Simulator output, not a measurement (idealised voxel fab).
The document below concerns the process module designated voxel gate over fins.
Section cut is 230 nm wide and gridded with 5 nm square cells.
This document writes a cross-section as a grid whose cells are square, and gives it as bands, listed from the top down; one or more rows of cells form a band.
Look at the band entry: it leads with the top's height and the bottom's height in nm. Then it lists the materials left to right, with a width in nm for each. The word "everywhere" on a single material says that material fills the band edge to edge. The word "empty" is empty space.
We count height from 0. Below that, the starting wafer is all one material. The lowest band never ends at the bottom but goes on down; see "top 0, no bottom" for how that is written.
Width: "30..40" (first number = top row, second number = bottom row, same change from row to row of cells).
Key: "changes: none" - step with no changed cell in the cross-section.
So "Voids, fully enclosed" is basically the list of trapped voids: any empty space of 8 cells or more that can't reach the top through an opening. They're written width x height at distance, the distance being from the left edge, and it's all nm.
Post-settings text on a step line: simulator's own remark regarding the step.
The "overlay nm" setting may appear on a step's line; for a step that uses a mask, it gives how far to the right of its planned position the mask lay, and a negative value indicates the left.

The process steps that were planned are listed below:
1. RECEIVE with material Si
2. CONFORMAL_DEP with material SiN, thk nm 10
3. MASKED_ETCH with tone cover, mask id FINS, width nm 15, pitch nm 50, etch materials SiN, depth nm 10, overlay nm 0
4. MASKED_ETCH with tone cover, mask id FINS, width nm 15, pitch nm 50, etch materials Si, depth nm 35, overlay nm 0
5. FILL_DEP with material SiO2, thk nm 5
6. CMP with height nm 10
7. MASKED_ETCH with tone open, mask id RAIL, width nm 15, etch materials SiO2, depth nm 40, overlay nm 0
8. CONFORMAL_DEP with material TiN, thk nm 5
9. FILL_DEP with material Ru, thk nm 10
10. CMP with height nm 10
11. SELECTIVE_ETCH with etch materials W Ru TiN, depth nm 35
12. FILL_DEP with material SiO2, thk nm 5
13. CMP with height nm 10
14. SELECTIVE_ETCH with etch materials SiO2, depth nm 25
15. STRIP with etch materials SiN
16. CONFORMAL_DEP with material HfO2, thk nm 5
17. CONFORMAL_DEP with material TiN, thk nm 5
18. CONFORMAL_DEP with material TiAl, thk nm 5
19. CONFORMAL_DEP with material TiN, thk nm 5
20. FILL_DEP with material W, thk nm 10
21. CMP with height nm 25
22. CONFORMAL_DEP with material SiCN, thk nm 5

Here's what the wafer looked like in cross-section when it arrived - that's after step 1:
* top 0, no bottom: Si everywhere
* Voids, fully enclosed: none

What the wafer looks like in cross-section after this module, when it starts as shown above and follows the plan above but one mistake is made in running it:
* top 30, bottom 25: SiCN everywhere
* top 25, bottom 20: W everywhere
* top 20, bottom 15: 60 of W | 105 of TiN | 65 of W
* top 15, bottom 10: 60 of W | 5 of TiN | 45 of TiAl | 5 of TiN | 45 of TiAl | 5 of TiN | 65 of W
* top 10, bottom 5: 60 of W | 5 of TiN | 5 of TiAl | 35 of TiN | 5 of TiAl | 5 of TiN | 5 of TiAl | 35 of TiN | 5 of TiAl | 5 of TiN | 65 of W
* top 5, bottom 0: 65 of TiN | 5 of TiAl | 5 of TiN | 25 of HfO2 | 5 of TiN | 5 of TiAl | 5 of TiN | 5 of TiAl | 5 of TiN | 25 of HfO2 | 5 of TiN | 5 of TiAl | 70 of TiN
* top 0, bottom -5: 70 of TiAl | 5 of TiN | 5 of HfO2 | 15 of Si | 5 of HfO2 | 5 of TiN | 15 of TiAl | 5 of TiN | 5 of HfO2 | 15 of Si | 5 of HfO2 | 5 of TiN | 75 of TiAl
* top -5, bottom -10: 75 of TiN | 5 of HfO2 | 15 of Si | 5 of HfO2 | 25 of TiN | 5 of HfO2 | 15 of Si | 5 of HfO2 | 80 of TiN
* top -10, bottom -15: 80 of HfO2 | 15 of Si | 35 of HfO2 | 15 of Si | 85 of HfO2
* top -15, bottom -25: 80 of SiO2 | 15 of Si | 35 of SiO2 | 15 of Si | 85 of SiO2
* top -25, bottom -30: 80 of SiO2 | 15 of Si | 10 of SiO2 | 15 of TiN | 10 of SiO2 | 15 of Si | 85 of SiO2
* top -30, bottom -70: 80 of SiO2 | 15 of Si | 35 of SiO2 | 15 of Si | 85 of SiO2
* top -70, no bottom: Si everywhere
* Voids, fully enclosed: none
What went wrong in running the wafer? twice over, step 4 of the plan was run
